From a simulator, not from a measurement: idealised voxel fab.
You're looking at the process module voxel lift off.
The cross-section shown here is cut; it is 165 nm wide and divided into square cells measuring 5 nm on a side.
When this document writes out a cross-section, it uses a grid of square cells and lists it as bands, beginning at the top and moving down, with a band standing for one or more rows of cells.
Heads up on the band format: heights come first, top then bottom, in nm. After that it's the materials left to right, each with its width in nm. A single material flagged "everywhere" fills the whole band edge to edge, and "air" means there's empty space there.
Height is counted from the level 0, under which the received wafer is composed throughout of one material. The lowest of the bands is not closed at the bottom but continues downward, in the notation "0 -> down".
Per-row width for "30->40": begins at first number (top row of band), ends at second number (bottom row), increment between rows held constant.
Key: "remains unaltered" - step with no changed cell in the cross-section.
Basically, "Closed internal voids" tells you about the enclosed voids: empty spaces with no open way to the top, 8 cells or bigger, each written width x height at distance, where distance is from the left edge, all in nm.
Whatever follows a step's settings on its line is a remark the simulator itself makes about that step.
For masked steps, "overlay nm" on the step line gives how far right of plan the mask actually lay; a minus sign means it lay to the left.
Steps planned for the process:
step 1: RECEIVE,material Si
step 2: CONFORMAL_DEP,material Al2O3,thk nm 5
step 3: PATTERN,tone open,mask id LINES,material resist,width nm 15,pitch nm 45,thk nm 20,overlay nm 0
step 4: DIRECTIONAL_DEP,material Ru,thk nm 5
step 5: STRIP,etch materials resist
step 6: CONFORMAL_DEP,material SiCN,thk nm 5
Incoming wafer, cross-sectional view, post step 1:
    0 -> down  Si everywhere
    Closed internal voids: none
Cross-sectional result after module completion. Note: starting condition and plan are unchanged from above; one processing mistake was made:
    15 -> 10  55 SiCN  5 air  40 SiCN  5 air  60 SiCN
    10 -> 5  50 Ru  15 SiCN  30 Ru  15 SiCN  55 Ru
    5 -> 0  Al2O3 everywhere
    0 -> down  Si everywhere
    Closed internal voids: none
What broke from the plan during processing? rather than as planned, step 3 actually ran as PATTERN,tone cover,mask id LINES,material resist,width nm 15,pitch nm 45,thk nm 20,overlay nm 0
